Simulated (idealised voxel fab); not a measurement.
Process module name: voxel spacer lines
Cross-section cut: width 175 nm, square cells of 5 nm.
The cross-sections in this document take the form of a grid made of square cells. They are written out as bands, in order from top to bottom. Each band consists of one or more rows of cells.
Heads up on the band format: heights come first, top then bottom, in nm. After that it's the materials left to right, each with its width in nm. A single material flagged "full width" fills the whole band edge to edge, and "blank" means there's empty space there.
We count height from 0. Below that, the starting wafer is all one material. The lowest band never ends at the bottom but goes on down; see "0 down" for how that is written.
The expression "30->40" gives the width at the extremes of the band, the first number at its top row of cells and the second at its bottom row, with the width changing by equal amounts from each row to the next in between.
Reading "nothing different" for a step: not a cell of the cross-section changed in it.
For the entry "Closed void inventory", the listed items are empty spaces with no open way to the top whose size is 8 cells or more; each item follows the pattern width x height at distance, where distance is from the left edge and all three are in nm.
Post-settings text on a step line: simulator's own remark regarding the step.
"overlay nm" denotes, for a step that has a mask, the displacement of the mask to the right of its planned place, with negative values corresponding to the left.
Intended process steps:
1. op RECEIVE | material Si
2. op CONFORMAL_DEP | material Al2O3 | thk nm 10
3. op DIRECTIONAL_DEP | material TiN | thk nm 10
4. op DIRECTIONAL_DEP | material aC | thk nm 30
5. op PATTERN | tone cover | mask id MANDREL | material resist | width nm 20 | pitch nm 60 | thk nm 40 | overlay nm -15
6. op DIRECTIONAL_ETCH | etch materials aC | depth nm 30
7. op STRIP | etch materials resist
8. op CONFORMAL_DEP | material SiN | thk nm 10
9. op DIRECTIONAL_ETCH | etch materials SiN | depth nm 10
10. op STRIP | etch materials aC
11. op DIRECTIONAL_ETCH | etch materials TiN | depth nm 10
12. op STRIP | etch materials SiN
Where the wafers of this document differ is in the overlay nm of step 5; they start out the same, and the plan states the value that applied to the first wafer.
Cross-section of the first of several wafers as received (after step 1):
- 0 down: Si full width
- Closed void inventory: none
End of module, by wafer: material-by-material cell gain (+) or loss (-) since receipt, then closed voids:
overlay nm -15 | +70 Al2O3 | +16 TiN | Closed void inventory: none
overlay nm -10 | +70 Al2O3 | +16 TiN | Closed void inventory: none
overlay nm -5 | +70 Al2O3 | +16 TiN | Closed void inventory: none
overlay nm 0 | +70 Al2O3 | +16 TiN | Closed void inventory: none
overlay nm 5 | +70 Al2O3 | +16 TiN | Closed void inventory: none
overlay nm 10 | +70 Al2O3 | +16 TiN | Closed void inventory: none
overlay nm 15 | +70 Al2O3 | +16 TiN | Closed void inventory: none
